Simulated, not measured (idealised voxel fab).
process module | voxel quadruple lines
cross-section cut | 225 nm wide | cells 5 nm
A cross-section is a grid of square cells, given in bands from the top down. A band is one or more rows of cells.
Each band's line starts with the height of the band's top and of its bottom, in nm. Then come its materials from left to right, each with its width in nm. One material with "throughout" fills the band from edge to edge. "air" is empty space.
Height 0 is the level under which the wafer as received is all one material. The lowest band goes on downwards, as in "0 down".
A width such as "30 to 40" changes by the same amount from each row of cells to the next, from the band's top row to its bottom row.
"no change" after a step means that no cell of the cross-section changed.
closed voids: empty space of 8 cells or more with no open way to the top, each as width x height at its distance from the left edge, in nm
after a step's settings: what the simulator itself notes on the step
overlay nm, on a step with a mask: how far to the right of its planned place the mask lay; to the left if negative
plan
1 op RECEIVE | material Si
2 op CONFORMAL_DEP | material Al2O3 | thk nm 5
3 op DIRECTIONAL_DEP | material TiN | thk nm 15
4 op DIRECTIONAL_DEP | material polySi | thk nm 20
5 op DIRECTIONAL_DEP | material aC | thk nm 25
6 op PATTERN | tone cover | mask id MANDREL | material resist | width nm 25 | pitch nm 80 | thk nm 35 | overlay nm 0
7 op DIRECTIONAL_ETCH | etch materials aC | depth nm 25
8 op STRIP | etch materials resist
9 op CONFORMAL_DEP | material SiO2 | thk nm 15
10 op DIRECTIONAL_ETCH | etch materials SiO2 | depth nm 15
11 op STRIP | etch materials aC
12 op DIRECTIONAL_ETCH | etch materials polySi | depth nm 20
13 op STRIP | etch materials SiO2
14 op CONFORMAL_DEP | material SiCN | thk nm 5
15 op DIRECTIONAL_ETCH | etch materials SiCN | depth nm 5
16 op STRIP | etch materials polySi
17 op DIRECTIONAL_ETCH | etch materials TiN | depth nm 15
18 op STRIP | etch materials SiCN
19 op FILL_DEP | material SiO2 | thk nm 10
20 op CMP | height nm 20
as received, after step 1
  0 down: Si throughout
  closed voids: none
a wafer at the end: this start, this plan, one mistake
  20 to 15: SiO2 throughout
  15 to 5: SiO2 40 | TiN 5 | SiO2 15 | TiN 5 | SiO2 15 | TiN 5 | SiO2 15 | TiN 5 | SiO2 15 | TiN 5 | SiO2 15 | TiN 5 | SiO2 15 | TiN 5 | SiO2 15 | TiN 5 | SiO2 40
  5 to 0: Al2O3 throughout
  0 down: Si throughout
  closed voids: none
what went wrong: step 3 ran as: op DIRECTIONAL_DEP | material TiN | thk nm 10
